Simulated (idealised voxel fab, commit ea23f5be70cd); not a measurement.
Process module in this document: voxel air gaps
It is cross-section cut that appears here, measuring 155 nm in width, its square cells being 5 nm in size.
Bands, listed from the top down, are how a cross-section gets written in this document; the cross-section itself is a grid of square cells, and a band is one or more rows of them. First you get the band's top height and its bottom height, in nm, and then the materials it's made of, left to right, with each width in nm. If you see a single material with "edge to edge", that one covers the band edge to edge. "blank" is empty space. Convention: height 0 is the level below which the wafer, as received, is all one material. The lowest band does not terminate at the bottom but continues downward, represented as "0 nm and below". Graded width ("30 to 40"): value in top row of band = first number; value in bottom row = second number; row-to-row change constant. "everything unchanged" (step): cross-section cells unchanged, all of them. "Enclosed void listing" contains a list of empty spaces, each no smaller than 8 cells and without an open way to the top, written in the form width x height at distance with the distance from the left edge and all three in nm. On a step's line, text after the settings is the simulator commenting on that step. Each step line may optionally specify "overlay nm", which for a step with a mask gives the rightward distance between the mask's planned place and where it lay, a negative value indicating the leftward direction.
### Process steps foreseen in the plan
step 1: RECEIVE with material Si
step 2: CONFORMAL_DEP with material SiO2, thk nm 15
step 3: CONFORMAL_DEP with material SiCN, thk nm 5
step 4: DIRECTIONAL_DEP with material lowk, thk nm 35
step 5: PATTERN with tone open, mask id LINES, material resist, width nm 15, pitch nm 40, thk nm 15, overlay nm -15
step 6: DIRECTIONAL_ETCH with etch materials lowk, depth nm 35
step 7: STRIP with etch materials resist
step 8: CONFORMAL_DEP with material TiN, thk nm 5
step 9: FILL_DEP with material W, thk nm 5
step 10: CMP with height nm 55
step 11: EPI with material Ru, thk nm 10
step 12: SELECTIVE_ETCH with etch materials lowk, depth nm 45
step 13: CONFORMAL_DEP with material SiCN, thk nm 5
The plan shows the overlay nm of step 5 as the first wafer had it; this setting differs between the wafers, which start out alike.
### Received wafers, first of several: cross-section after step 1
* 0 nm and below | Si edge to edge
* Enclosed void listing: none
### End of module: cross-section of the first of several wafers after step 13, the last step
* 70 nm to 65 nm | 125 SiCN; 30 blank
* 65 nm to 55 nm | 5 SiCN; 35 Ru; 5 SiCN; 35 Ru; 5 SiCN; 35 Ru; 5 SiCN; 30 blank
* 55 nm to 50 nm | 15 SiCN; 5 TiN; 5 W; 5 TiN; 25 SiCN; 5 TiN; 5 W; 5 TiN; 25 SiCN; 5 TiN; 5 W; 5 TiN; 15 SiCN; 30 blank
* 50 nm to 25 nm | 10 blank; 5 SiCN; 5 TiN; 5 W; 5 TiN; 5 SiCN; 15 blank; 5 SiCN; 5 TiN; 5 W; 5 TiN; 5 SiCN; 15 blank; 5 SiCN; 5 TiN; 5 W; 5 TiN; 5 SiCN; 40 blank
* 25 nm to 20 nm | 15 SiCN; 15 TiN; 25 SiCN; 15 TiN; 25 SiCN; 15 TiN; 45 SiCN
* 20 nm to 15 nm | SiCN edge to edge
* 15 nm to 0 nm | SiO2 edge to edge
* 0 nm and below | Si edge to edge
* Enclosed void listing: 10 x 25 at 0; 15 x 25 at 35; 15 x 25 at 75
### Cross-section at module completion, last wafer
* 70 nm to 65 nm | 30 blank; 125 SiCN
* 65 nm to 55 nm | 30 blank; 5 SiCN; 35 Ru; 5 SiCN; 35 Ru; 5 SiCN; 35 Ru; 5 SiCN
* 55 nm to 50 nm | 30 blank; 15 SiCN; 5 TiN; 5 W; 5 TiN; 25 SiCN; 5 TiN; 5 W; 5 TiN; 25 SiCN; 5 TiN; 5 W; 5 TiN; 15 SiCN
* 50 nm to 25 nm | 40 blank; 5 SiCN; 5 TiN; 5 W; 5 TiN; 5 SiCN; 15 blank; 5 SiCN; 5 TiN; 5 W; 5 TiN; 5 SiCN; 15 blank; 5 SiCN; 5 TiN; 5 W; 5 TiN; 5 SiCN; 10 blank
* 25 nm to 20 nm | 45 SiCN; 15 TiN; 25 SiCN; 15 TiN; 25 SiCN; 15 TiN; 15 SiCN
* 20 nm to 15 nm | SiCN edge to edge
* 15 nm to 0 nm | SiO2 edge to edge
* 0 nm and below | Si edge to edge
* Enclosed void listing: 15 x 25 at 65; 15 x 25 at 105; 10 x 25 at 145
### Gained (+) or lost (-) cells of each material since receipt, then closed voids: one row per wafer, at the end of the module
overlay nm -15, +42 Ru, +132 SiCN, +93 SiO2, +45 TiN, +18 W, Enclosed void listing: 10 x 25 at 0; 15 x 25 at 35; 15 x 25 at 75
overlay nm -10, +42 Ru, +132 SiCN, +93 SiO2, +45 TiN, +18 W, Enclosed void listing: 15 x 25 at 40; 15 x 25 at 80
overlay nm -5, +42 Ru, +132 SiCN, +93 SiO2, +45 TiN, +18 W, Enclosed void listing: 15 x 25 at 45; 15 x 25 at 85
overlay nm 0, +42 Ru, +132 SiCN, +93 SiO2, +45 TiN, +18 W, Enclosed void listing: 15 x 25 at 50; 15 x 25 at 90
overlay nm 5, +42 Ru, +132 SiCN, +93 SiO2, +45 TiN, +18 W, Enclosed void listing: 15 x 25 at 55; 15 x 25 at 95
overlay nm 10, +42 Ru, +132 SiCN, +93 SiO2, +45 TiN, +18 W, Enclosed void listing: 15 x 25 at 60; 15 x 25 at 100
overlay nm 15, +42 Ru, +132 SiCN, +93 SiO2, +45 TiN, +18 W, Enclosed void listing: 15 x 25 at 65; 15 x 25 at 105; 10 x 25 at 145
